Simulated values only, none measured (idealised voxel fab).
process module | voxel tone inversion
Square cells of 5 nm make up the cross-section cut, whose width is 140 nm.
Reading order for cross-sections: top band down to bottom band. Underlying form: a grid of square cells. Band size: one or more rows of cells. A band entry consists of two parts. The first gives the height of the band's top and the height of its bottom, in nm. The rest lists the band's materials from left to right, each with its width in nm. A single material labelled with the word "throughout" fills the band from edge to edge, and the word "blank" marks empty space. Counting heights begins at 0, where everything beneath is, in the wafer as received, one material. The lowest band has no bottom; it goes on downwards, as "0 and below" shows. A width such as "30..40" changes by the same amount from each row of cells to the next, from the band's top row to its bottom row. Any step labelled "no change occurred" changed none of the cells in the cross-section. The entry "Closed internal cavities" lists the empty spaces that cover at least 8 cells and have no open path to the top. Each is written as width x height at distance, where the distance is measured from the left edge and all three values are in nm. Anything after a step's settings on that line? It's the simulator's own note about the step. The line of a step may include "overlay nm". On a step with a mask, this value is how far to the right of its planned place the mask lay. A negative value means the mask lay to the left.

THESE ARE THE STEPS WE PLANNED FOR THE PROCESS
- 1: RECEIVE (material Si)
- 2: CONFORMAL_DEP (material SiCN; thk nm 10)
- 3: DIRECTIONAL_DEP (material aC; thk nm 20)
- 4: PATTERN (tone cover; mask id POSTS; material resist; width nm 15; pitch nm 45; thk nm 30; overlay nm 0)
- 5: DIRECTIONAL_ETCH (etch materials aC; depth nm 20)
- 6: STRIP (etch materials resist)
- 7: FILL_DEP (material lowk; thk nm 5)
- 8: CMP (height nm 30)
- 9: STRIP (etch materials aC)

SO, THE FIRST OF OUR TWO WAFERS, RUN JUST AS WE PLANNED IT

CROSS-SECTION OF THE WAFER AS IT CAME TO US, I.E., ALREADY THROUGH STEP 1
- 0 and below | Si throughout
- Closed internal cavities: none

UPON COMPLETION OF STEP 2, THE WAFER APPEARS IN CROSS-SECTION AS SHOWN
- 10 down to 0 | SiCN throughout
- No changes below 0.

UPON COMPLETION OF STEP 3, THE WAFER APPEARS IN CROSS-SECTION AS SHOWN
- 30 down to 10 | aC throughout
- No changes below 10.

UPON COMPLETION OF STEP 4, THE WAFER APPEARS IN CROSS-SECTION AS SHOWN
- 60 down to 30 | blank 40 nm, resist 15 nm, blank 30 nm, resist 15 nm, blank 40 nm
- No changes below 30.

UPON COMPLETION OF STEP 5, THE WAFER APPEARS IN CROSS-SECTION AS SHOWN
- 40 down to 30 | blank 40 nm, resist 15 nm, blank 30 nm, resist 15 nm, blank 40 nm
- 30 down to 10 | blank 40 nm, aC 15 nm, blank 30 nm, aC 15 nm, blank 40 nm
- No changes below 10.

UPON COMPLETION OF STEP 6, THE WAFER APPEARS IN CROSS-SECTION AS SHOWN
- 30 down to 10 | blank 40 nm, aC 15 nm, blank 30 nm, aC 15 nm, blank 40 nm
- No changes below 10.

UPON COMPLETION OF STEP 7, THE WAFER APPEARS IN CROSS-SECTION AS SHOWN
- 35 down to 30 | lowk throughout
- 30 down to 10 | lowk 40 nm, aC 15 nm, lowk 30 nm, aC 15 nm, lowk 40 nm
- No changes below 10.

UPON COMPLETION OF STEP 8, THE WAFER APPEARS IN CROSS-SECTION AS SHOWN
- 30 down to 10 | lowk 40 nm, aC 15 nm, lowk 30 nm, aC 15 nm, lowk 40 nm
- No changes below 10.

UPON COMPLETION OF STEP 9, THE WAFER APPEARS IN CROSS-SECTION AS SHOWN
- 30 down to 10 | lowk 40 nm, blank 15 nm, lowk 30 nm, blank 15 nm, lowk 40 nm
- No changes below 10.

SECOND WAFER (IDENTICAL START AND PLAN, ONE PROCESSING ERROR; MATCHES FIRST WAFER THROUGH STEP 6)

LOOK AT THE SECOND WAFER IN CROSS-SECTION AT THE TIME STEP 7 OUGHT TO HAVE FINISHED
- 35 down to 30 | SiCN throughout
- 30 down to 10 | SiCN 40 nm, aC 15 nm, SiCN 30 nm, aC 15 nm, SiCN 40 nm
- No changes below 10.

LOOK AT THE SECOND WAFER IN CROSS-SECTION AT THE TIME STEP 8 OUGHT TO HAVE FINISHED
- 30 down to 10 | SiCN 40 nm, aC 15 nm, SiCN 30 nm, aC 15 nm, SiCN 40 nm
- No changes below 10.

LOOK AT THE SECOND WAFER IN CROSS-SECTION AT THE TIME STEP 9 OUGHT TO HAVE FINISHED
- 30 down to 10 | SiCN 40 nm, blank 15 nm, SiCN 30 nm, blank 15 nm, SiCN 40 nm
- No changes below 10.
What was the processing mistake? step 7 did not use the planned setting and instead ran as FILL_DEP (material SiCN; thk nm 5)
The second wafer ends with more or fewer cells of some materials than the first, per final count: SiCN +88 | lowk -88
